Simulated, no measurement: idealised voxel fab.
You're looking at the process module voxel spacer lines.
Cross-section cut spans 240 nm and uses square cells 5 nm in size.
Think of the cross-section as a grid of square cells. We describe it in bands, top to bottom, and each band covers one or more rows of those cells.
In this notation a band is specified by the heights of its top and bottom, in that order and in nm, after which its materials appear from left to right, each paired with its width in nm. The word "all across" attached to a single material means that material fills the band from edge to edge; the word "air" stands for empty space.
Height datum 0, below which the as-received substrate wafer is one material. Lowest band open at the bottom, running downward: "0 down".
A two-number width, for instance "30..40", indicates that the width is equal to the first number in the top row of the band and to the second number in the bottom row, and that it changes by a constant amount per row of cells.
"no alteration", as given for a step, is the statement that not any cell of the cross-section underwent a change during that step.
"Closed void listing" means: voids of 8 cells or more that are shut off from the top with no open way through. Written width x height at distance, distance from the left edge, in nm.
Heads up: the bit after the settings on a step's line is the simulator's remark on that step.
"overlay nm", when on a step's line for a step with a mask, measures how far to the right of its planned place the mask lay; a negative measure means to the left.

Process steps - plan:
| 1 | RECEIVE,material Si |
| 2 | CONFORMAL_DEP,material Al2O3,thk nm 5 |
| 3 | DIRECTIONAL_DEP,material SiN,thk nm 5 |
| 4 | DIRECTIONAL_DEP,material aC,thk nm 30 |
| 5 | PATTERN,tone cover,mask id MANDREL,material resist,width nm 15,pitch nm 60,thk nm 40,overlay nm 0 |
| 6 | DIRECTIONAL_ETCH,etch materials aC,depth nm 30 |
| 7 | STRIP,etch materials resist |
| 8 | CONFORMAL_DEP,material SiO2,thk nm 15 |
| 9 | DIRECTIONAL_ETCH,etch materials SiO2,depth nm 15 |
| 10 | STRIP,etch materials aC |
| 11 | DIRECTIONAL_ETCH,etch materials SiN,depth nm 15 |
| 12 | STRIP,etch materials SiO2 |
The value of thk nm given for step 3 in the plan refers to the first wafer; the wafers vary in this setting and are alike at the start.

This is how the first of several wafers looked in cross-section when it arrived, which is after step 1:
    0 down | Si all across
    Closed void listing: none

Per-wafer rows below. For each material: cells gained (+) or lost (-) since the wafer was received, as of end of module. Then: closed voids:
thk nm 5; +48 Al2O3; +18 SiN; Closed void listing: none
thk nm 10; +48 Al2O3; +36 SiN; Closed void listing: none
thk nm 15; +48 Al2O3; +54 SiN; Closed void listing: none
thk nm 20; +48 Al2O3; +102 SiN; Closed void listing: none
thk nm 25; +48 Al2O3; +150 SiN; Closed void listing: none
thk nm 30; +48 Al2O3; +198 SiN; Closed void listing: none
